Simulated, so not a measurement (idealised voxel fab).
The document below concerns the process module designated voxel quadruple lines.
For reference, the cross-section in this document is cut, with width 230 nm and square cells of 5 nm.
Just so we're on the same page, the cross-sections are grids of square cells, and they're listed out in bands top to bottom, each band one or more rows deep.
What a band's entry tells you: where the top is and where the bottom is, as heights in nm, and after that what lies inside, material by material from left to right, each with its width in nm. Empty space is written as the word "empty", and a single material marked with the word "all across" occupies the band from edge to edge.
Heights are expressed relative to 0, this being the level below which the as-received wafer comprises one material exclusively. The lowest band is unbounded in the downward direction and is denoted as in "0..down".
The two numbers in a width such as "30->40" mark its ends across the band: the first belongs to the top row of cells, the second to the bottom row, and from each row to the next the width moves by the same amount.
No cell of the cross-section changed in a step that is given as "nothing changed".
The entry "Voids, fully enclosed" lists the empty spaces that cover at least 8 cells and have no open path to the top. Each is written as width x height at distance, where the distance is measured from the left edge and all three values are in nm.
If you see something after the settings on a step's line, that's the simulator's own remark about that step.
overlay nm: mask offset rightward from planned place, masked step; negative means leftward offset.

-- Process steps - plan
- 1: RECEIVE | material Si
- 2: CONFORMAL_DEP | material SiO2 | thk nm 5
- 3: DIRECTIONAL_DEP | material W | thk nm 15
- 4: DIRECTIONAL_DEP | material polySi | thk nm 20
- 5: DIRECTIONAL_DEP | material aC | thk nm 20
- 6: PATTERN | tone cover | mask id MANDREL | material resist | width nm 30 | pitch nm 80 | thk nm 25 | overlay nm 0
- 7: DIRECTIONAL_ETCH | etch materials aC | depth nm 20
- 8: STRIP | etch materials resist
- 9: CONFORMAL_DEP | material SiO2 | thk nm 10
- 10: DIRECTIONAL_ETCH | etch materials SiO2 | depth nm 10
- 11: STRIP | etch materials aC
- 12: DIRECTIONAL_ETCH | etch materials polySi | depth nm 20
- 13: STRIP | etch materials SiO2
- 14: CONFORMAL_DEP | material SiCN | thk nm 10
- 15: DIRECTIONAL_ETCH | etch materials SiCN | depth nm 10
- 16: STRIP | etch materials polySi
- 17: DIRECTIONAL_ETCH | etch materials W | depth nm 15
- 18: STRIP | etch materials SiCN
- 19: FILL_DEP | material SiO2 | thk nm 5
- 20: CMP | height nm 20

-- The cross-section here shows the wafer as received, i.e. in its state after step 1
0..down | Si all across
Voids, fully enclosed: none

-- What the wafer looks like in cross-section after this module, when it starts as shown above and follows the plan above but one mistake is made in running it
20..5 | 50 SiO2, then 10 W, then 10 SiO2, then 10 W, then 10 SiO2, then 10 W, then 30 SiO2, then 10 W, then 10 SiO2, then 10 W, then 10 SiO2, then 10 W, then 50 SiO2
5..0 | SiO2 all across
0..down | Si all across
Voids, fully enclosed: none
In executing the process, a mistake was made relative to the plan: so step 6 ended up running with a different setting than we planned, it ran as PATTERN | tone open | mask id MANDREL | material resist | width nm 30 | pitch nm 80 | thk nm 25 | overlay nm 0
